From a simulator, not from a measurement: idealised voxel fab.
This is a process module. Its name is voxel self aligned contacts.
The width of the displayed cross-section, cut, is 180 nm; its cells are square, with a size of 5 nm.
Notation: cross-section as square-cell grid; stated in bands, top first, going down; one or more cell rows per band. It is stipulated that each band's entry specify, in nanometres, the height of the top of the band and then that of its bottom, followed by the materials of the band in left-to-right sequence, each together with its width in nanometres. A single material marked by the word "everywhere" is understood to fill the band from edge to edge; the word "air" is understood to denote empty space. Height reference: 0 = level under which incoming wafer is all one material. Lowest band: no bottom, runs on downward, e.g. "0 and below". The two numbers in a width such as "30..40" mark its ends across the band: the first belongs to the top row of cells, the second to the bottom row, and from each row to the next the width moves by the same amount. "nothing got changed" -> step changed no cross-section cell. Empty spaces without an open route to the top, at least 8 cells in extent, make up the entry "Enclosed void listing"; each is given as width x height at distance, where the distance is measured from the left edge, and all are in nm. If you see something after the settings on a step's line, that's the simulator's own remark about that step. overlay nm: for a step with a mask, the amount by which the mask lay right of where it was planned; a negative amount means left of it.

# Planned step list for the process
- 1: op RECEIVE | material Si
- 2: op OXIDIZE | depth nm 5
- 3: op DIRECTIONAL_DEP | material polySi | thk nm 20
- 4: op DIRECTIONAL_DEP | material SiN | thk nm 15
- 5: op DIRECTIONAL_DEP | material aC | thk nm 10
- 6: op PATTERN | tone cover | mask id GATE | material resist | width nm 25 | pitch nm 50 | thk nm 25 | overlay nm 0
- 7: op DIRECTIONAL_ETCH | etch materials aC | depth nm 10
- 8: op STRIP | etch materials resist
- 9: op DIRECTIONAL_ETCH | etch materials SiN | depth nm 15
- 10: op DIRECTIONAL_ETCH | etch materials polySi | depth nm 20
- 11: op STRIP | etch materials aC
- 12: op CONFORMAL_DEP | material SiN | thk nm 5
- 13: op DIRECTIONAL_ETCH | etch materials SiN | depth nm 5
- 14: op FILL_DEP | material SiO2 | thk nm 10
- 15: op CMP | height nm 40
- 16: op PATTERN | tone open | mask id CONTACT | material resist | width nm 35 | thk nm 15 | overlay nm -15
- 17: op DIRECTIONAL_ETCH | etch materials SiO2 | depth nm 45
- 18: op STRIP | etch materials resist
- 19: op CONFORMAL_DEP | material TiN | thk nm 5
- 20: op FILL_DEP | material Ru | thk nm 10
- 21: op CMP | height nm 40
- 22: op CONFORMAL_DEP | material SiN | thk nm 5
Among the wafers covered here, the point of difference is the overlay nm at step 16; their starting state is shared, and the plan presents the value of the first wafer.

# first wafer as received, after step 1
	0 and below = Si everywhere
	Enclosed void listing: none

# Per wafer, end of module: cells gained (+) or lost (-) per material since receipt, then closed voids
overlay nm -15, -36 Si, +94 SiN, +203 SiO2, +23 TiN, +40 polySi, Enclosed void listing: none
overlay nm -10, +8 Ru, -36 Si, +94 SiN, +195 SiO2, +23 TiN, +40 polySi, Enclosed void listing: none
overlay nm -5, +8 Ru, -36 Si, +94 SiN, +195 SiO2, +23 TiN, +40 polySi, Enclosed void listing: none
overlay nm 0, +8 Ru, -36 Si, +94 SiN, +195 SiO2, +23 TiN, +40 polySi, Enclosed void listing: none
overlay nm 5, +8 Ru, -36 Si, +94 SiN, +195 SiO2, +23 TiN, +40 polySi, Enclosed void listing: none
overlay nm 10, +8 Ru, -36 Si, +94 SiN, +195 SiO2, +23 TiN, +40 polySi, Enclosed void listing: none
overlay nm 15, -36 Si, +94 SiN, +203 SiO2, +23 TiN, +40 polySi, Enclosed void listing: none
